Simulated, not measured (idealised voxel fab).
This section sets out a process module, namely voxel quadruple lines.
In the cross-section labelled cut, the width is 230 nm and each square cell is 5 nm.
Cross-section = grid of square cells, listed top down in bands; band = one or more rows.
First you get the band's top height and its bottom height, in nm, and then the materials it's made of, left to right, with each width in nm. If you see a single material with "all across", that one covers the band edge to edge. "air" is empty space.
Zero point of the height axis is 0; under it, received wafer = one material. Lowest band: continues down indefinitely, "top 0, no bottom".
Think of "30->40" as a width that walks from the first number to the second as you go down the band, top row to bottom row, taking equal-sized steps from row to row.
Reading "no alterations made" for a step: not a cell of the cross-section changed in it.
"Enclosed cavities": sealed empty spaces, 8 cells or more, no open way to top, listed width x height at distance, with distance from the left edge and width, height and distance in nm.
That trailing text on a step's line, after the settings, is the simulator's own remark on the step.
"overlay nm" on a masked step: distance the mask lay right of its planned place, negative for left.
PROCESS STEPS FORESEEN IN THE PLAN
1,RECEIVE,material Si
2,CONFORMAL_DEP,material SiO2,thk nm 5
3,DIRECTIONAL_DEP,material TiN,thk nm 10
4,DIRECTIONAL_DEP,material polySi,thk nm 15
5,DIRECTIONAL_DEP,material aC,thk nm 20
6,PATTERN,tone cover,mask id MANDREL,material resist,width nm 25,thk nm 25,overlay nm 0
7,DIRECTIONAL_ETCH,etch materials aC,depth nm 20
8,STRIP,etch materials resist
9,CONFORMAL_DEP,material SiO2,thk nm 15
10,DIRECTIONAL_ETCH,etch materials SiO2,depth nm 15
11,STRIP,etch materials aC
12,DIRECTIONAL_ETCH,etch materials polySi,depth nm 15
13,STRIP,etch materials SiO2
14,CONFORMAL_DEP,material SiCN,thk nm 5
15,DIRECTIONAL_ETCH,etch materials SiCN,depth nm 5
16,STRIP,etch materials polySi
17,DIRECTIONAL_ETCH,etch materials TiN,depth nm 10
18,STRIP,etch materials SiCN
19,FILL_DEP,material SiO2,thk nm 5
20,CMP,height nm 15
CROSS-SECTIONAL VIEW OF THE WAFER IN ITS AS-RECEIVED CONDITION, CORRESPONDING TO THE STATE AFTER STEP 1
top 0, no bottom  Si all across
Enclosed cavities: none
CROSS-SECTION, FIRST OF TWO WAFERS, END OF MODULE, RUN AS PLANNED
top 15, bottom 5  SiO2 80, then TiN 5, then SiO2 15, then TiN 5, then SiO2 15, then TiN 5, then SiO2 15, then TiN 5, then SiO2 85
top 5, bottom 0  SiO2 all across
top 0, no bottom  Si all across
Enclosed cavities: none
PRESENTED HERE IS A CROSS-SECTION OF THE SECOND OF THE TWO WAFERS AS IT STOOD AT THE END OF THE MODULE. IT WAS STARTED IN THE SAME MANNER AND ASSIGNED THE SAME PLAN AS THE FIRST WAFER; HOWEVER, ONE MISTAKE WAS MADE IN ITS EXECUTION
top 15, bottom 5  polySi all across
top 5, bottom 0  SiO2 all across
top 0, no bottom  Si all across
Enclosed cavities: none
Short version of what went wrong: a sequencing error occurred in which plan steps 3 and 4 were transposed
Materials where the second wafer ends with more or fewer cells than the first: SiO2 -84 | TiN -8 | polySi +92
